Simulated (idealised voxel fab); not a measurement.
Module name: voxel fin reveal (process module)
Displayed cross-section: cut, width of 180 nm, square cells sized 5 nm.
Bands, listed from the top down, are how a cross-section gets written in this document; the cross-section itself is a grid of square cells, and a band is one or more rows of them.
It is stipulated that each band's entry specify, in nanometres, the height of the top of the band and then that of its bottom, followed by the materials of the band in left-to-right sequence, each together with its width in nanometres. A single material marked by the word "everywhere" is understood to fill the band from edge to edge; the word "air" is understood to denote empty space.
For the purposes of this specification, 0 denotes the height below which the wafer in its as-received condition is composed wholly of one material, and the lowermost band, lacking a lower limit, extends downward without end, as expressed in "0 nm and below".
Note: "30 to 40" means the width goes from the first number (top row of the band) to the second number (bottom row) in equal steps per row of cells.
You'll sometimes find "all unchanged" written for a step, and that's the way of saying that nowhere in the cross-section did a cell change during that step.
Entry "Sealed internal voids" = empty spaces >= 8 cells with no open way to the top; each as width x height at distance, distance from left edge, all nm.
Note: text after step settings on the step line = simulator remark on that step.
If you see "overlay nm" on a step's line and that step has a mask, it's telling you how far right of where it was planned the mask ended up; a negative number means it went left instead.
### Process steps - plan
1: op RECEIVE | material Si
2: op CONFORMAL_DEP | material SiN | thk nm 10
3: op MASKED_ETCH | tone cover | mask id FINS | width nm 15 | pitch nm 40 | etch materials SiN | depth nm 10 | overlay nm 0
4: op MASKED_ETCH | tone cover | mask id FINS | width nm 15 | pitch nm 40 | etch materials Si | depth nm 30 | overlay nm 0
5: op FILL_DEP | material SiO2 | thk nm 5
6: op CMP | height nm 10
7: op SELECTIVE_ETCH | etch materials SiO2 | depth nm 25
8: op STRIP | etch materials SiN
The wafers in this document start out alike and differ in the width nm applied at step 3; the plan shows the value used for the first wafer.
### After step 1, as received: first of several wafers, cross-section
	0 nm and below | Si everywhere
	Sealed internal voids: none
### Cross-section after step 8, the final step of the module, for the first of several wafers
	0 nm to -15 nm | air=60  Si=15  air=25  Si=15  air=65
	-15 nm to -30 nm | SiO2=60  Si=15  SiO2=25  Si=15  SiO2=65
	-30 nm and below | Si everywhere
	Sealed internal voids: none
### Last wafer x-sec, end of module
	0 nm to -15 nm | air=55  Si=25  air=15  Si=25  air=60
	-15 nm to -30 nm | SiO2=55  Si=25  SiO2=15  Si=25  SiO2=60
	-30 nm and below | Si everywhere
	Sealed internal voids: none
### What follows is a table in which each wafer occupies a row; for the wafer as it stands at the close of the module, the row states, material by material, how many cells have been gained (+) or lost (-) since receipt, and then gives its closed voids
width nm 15; -180 Si; +90 SiO2; Sealed internal voids: none
width nm 20; -168 Si; +84 SiO2; Sealed internal voids: none
width nm 25; -156 Si; +78 SiO2; Sealed internal voids: none
